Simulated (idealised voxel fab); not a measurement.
process module | voxel ribs on slabs
cross-section cut | 180 nm wide | cells 5 nm
A cross-section is a grid of square cells, given in bands from the top down. A band is one or more rows of cells.
Each band's line starts with the height of the band's top and of its bottom, in nm. Then come its materials from left to right, each with its width in nm. One material with "throughout" fills the band from edge to edge. "air" is empty space.
Height 0 is the level under which the wafer as received is all one material. The lowest band goes on downwards, as in "0 down".
A width such as "30 to 40" changes by the same amount from each row of cells to the next, from the band's top row to its bottom row.
"no change" after a step means that no cell of the cross-section changed.
closed voids: empty space of 8 cells or more with no open way to the top, each as width x height at its distance from the left edge, in nm
after a step's settings: what the simulator itself notes on the step
overlay nm, on a step with a mask: how far to the right of its planned place the mask lay; to the left if negative
plan
1 op RECEIVE | material Si
2 op DIRECTIONAL_DEP | material SiO2 | thk nm 30
3 op DIRECTIONAL_DEP | material SiN | thk nm 20
4 op DIRECTIONAL_DEP | material aC | thk nm 15
5 op PATTERN | tone cover | mask id RIB | material resist | width nm 25 | thk nm 30 | overlay nm 0
6 op DIRECTIONAL_ETCH | etch materials aC | depth nm 15
7 op STRIP | etch materials resist
8 op DIRECTIONAL_ETCH | etch materials SiN | depth nm 10
9 op STRIP | etch materials aC
10 op DIRECTIONAL_DEP | material aC | thk nm 15
11 op PATTERN | tone cover | mask id SLAB | material resist | width nm 75 | thk nm 30 | overlay nm 0
12 op DIRECTIONAL_ETCH | etch materials aC | depth nm 15
13 op STRIP | etch materials resist
14 op DIRECTIONAL_ETCH | etch materials SiN | depth nm 10
15 op STRIP | etch materials aC
16 op FILL_DEP | material SiO2 | thk nm 25
17 op CMP | height nm 65
18 op DIRECTIONAL_DEP | material W | thk nm 5
19 op PATTERN | tone cover | mask id HEATER | material resist | width nm 35 | thk nm 15 | overlay nm 0
20 op DIRECTIONAL_ETCH | etch materials W | depth nm 5
21 op STRIP | etch materials resist
22 op CONFORMAL_DEP | material SiO2 | thk nm 10
as received, after step 1
  0 down: Si throughout
  closed voids: none
a wafer at the end: this start, this plan, one mistake
  80 to 75: air 60 | SiO2 55 | air 65
  75 to 70: SiO2 throughout
  70 to 65: SiO2 70 | W 35 | SiO2 75
  65 to 50: SiO2 throughout
  50 to 40: SiO2 75 | SiN 25 | SiO2 80
  40 to 30: SiO2 50 | SiN 80 | SiO2 50
  30 to 0: SiO2 throughout
  0 down: Si throughout
  closed voids: none
what went wrong: step 11 ran as: op PATTERN | tone cover | mask id SLAB | material resist | width nm 80 | thk nm 30 | overlay nm 0
